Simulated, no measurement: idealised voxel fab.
The process module that follows is named voxel trench capacitor.
Shown is cross-section cut, with a width of 240 nm and square cells of size 5 nm.
Throughout this document, each cross-section is represented as a grid of square cells and is presented as a sequence of bands enumerated from the top downward, where a band comprises one or more rows of cells. In this notation a band is specified by the heights of its top and bottom, in that order and in nm, after which its materials appear from left to right, each paired with its width in nm. The word "full width" attached to a single material means that material fills the band from edge to edge; the word "air" stands for empty space. Height reference: 0 = level under which incoming wafer is all one material. Lowest band: no bottom, runs on downward, e.g. "top 0, no bottom". Read "30..40" as a graded width: first number on top, second number at the bottom, same change between each pair of neighbouring rows. Where the words "remains unaltered" appear for a step, the cross-section shows no cell changed by that step; every cell remained as before. "Voids, sealed" contains a list of empty spaces, each no smaller than 8 cells and without an open way to the top, written in the form width x height at distance with the distance from the left edge and all three in nm. If you see something after the settings on a step's line, that's the simulator's own remark about that step. The setting "overlay nm" may be written on the line of a step. When the step uses a mask, the value reports how far to the right of the planned place the mask lay, and a negative value reports that it lay to the left.
-- The planned process steps are enumerated hereunder
1. RECEIVE (material Si)
2. CONFORMAL_DEP (material SiN; thk nm 10)
3. PATTERN (tone open; mask id TRENCH; material resist; width nm 25; pitch nm 50; thk nm 15; overlay nm -15)
4. DIRECTIONAL_ETCH (etch materials SiN; depth nm 10)
5. DIRECTIONAL_ETCH (etch materials Si; depth nm 40)
6. STRIP (etch materials resist)
7. CONFORMAL_DEP (material HfO2; thk nm 5)
8. CONFORMAL_DEP (material TiN; thk nm 5)
9. FILL_DEP (material W; thk nm 5)
10. CMP (height nm 10)
Same starting wafers, different overlay nm at step 3. Plan value belongs to the first wafer.
-- As-received state after step 1, first of several wafers, cross-section
- top 0, no bottom | Si full width
- Voids, sealed: none
-- Wafer cross-section (first of several) - module end, post step 10 (last step)
- top 10, bottom 0 | SiN: 40  HfO2: 5  TiN: 5  W: 5  TiN: 5  HfO2: 5  SiN: 25  HfO2: 5  TiN: 5  W: 5  TiN: 5  HfO2: 5  SiN: 25  HfO2: 5  TiN: 5  W: 5  TiN: 5  HfO2: 5  SiN: 75
- top 0, bottom -30 | Si: 40  HfO2: 5  TiN: 5  W: 5  TiN: 5  HfO2: 5  Si: 25  HfO2: 5  TiN: 5  W: 5  TiN: 5  HfO2: 5  Si: 25  HfO2: 5  TiN: 5  W: 5  TiN: 5  HfO2: 5  Si: 75
- top -30, bottom -35 | Si: 40  HfO2: 5  TiN: 15  HfO2: 5  Si: 25  HfO2: 5  TiN: 15  HfO2: 5  Si: 25  HfO2: 5  TiN: 15  HfO2: 5  Si: 75
- top -35, bottom -40 | Si: 40  HfO2: 25  Si: 25  HfO2: 25  Si: 25  HfO2: 25  Si: 75
- top -40, no bottom | Si full width
- Voids, sealed: none
-- At the end of the module, the last of several wafers in cross-section
- top 10, bottom 0 | SiN: 70  HfO2: 5  TiN: 5  W: 5  TiN: 5  HfO2: 5  SiN: 25  HfO2: 5  TiN: 5  W: 5  TiN: 5  HfO2: 5  SiN: 25  HfO2: 5  TiN: 5  W: 5  TiN: 5  HfO2: 5  SiN: 45
- top 0, bottom -30 | Si: 70  HfO2: 5  TiN: 5  W: 5  TiN: 5  HfO2: 5  Si: 25  HfO2: 5  TiN: 5  W: 5  TiN: 5  HfO2: 5  Si: 25  HfO2: 5  TiN: 5  W: 5  TiN: 5  HfO2: 5  Si: 45
- top -30, bottom -35 | Si: 70  HfO2: 5  TiN: 15  HfO2: 5  Si: 25  HfO2: 5  TiN: 15  HfO2: 5  Si: 25  HfO2: 5  TiN: 15  HfO2: 5  Si: 45
- top -35, bottom -40 | Si: 70  HfO2: 25  Si: 25  HfO2: 25  Si: 25  HfO2: 25  Si: 45
- top -40, no bottom | Si full width
- Voids, sealed: none
-- Table: wafers, a row each; end-of-module cell change per material since receipt, gain (+), loss (-); then closed voids
overlay nm -15; +69 HfO2; -120 Si; +66 SiN; +57 TiN; +24 W; Voids, sealed: none
overlay nm -10; +69 HfO2; -120 Si; +66 SiN; +57 TiN; +24 W; Voids, sealed: none
overlay nm -5; +69 HfO2; -120 Si; +66 SiN; +57 TiN; +24 W; Voids, sealed: none
overlay nm 0; +69 HfO2; -120 Si; +66 SiN; +57 TiN; +24 W; Voids, sealed: none
overlay nm 5; +69 HfO2; -120 Si; +66 SiN; +57 TiN; +24 W; Voids, sealed: none
overlay nm 10; +69 HfO2; -120 Si; +66 SiN; +57 TiN; +24 W; Voids, sealed: none
overlay nm 15; +69 HfO2; -120 Si; +66 SiN; +57 TiN; +24 W; Voids, sealed: none
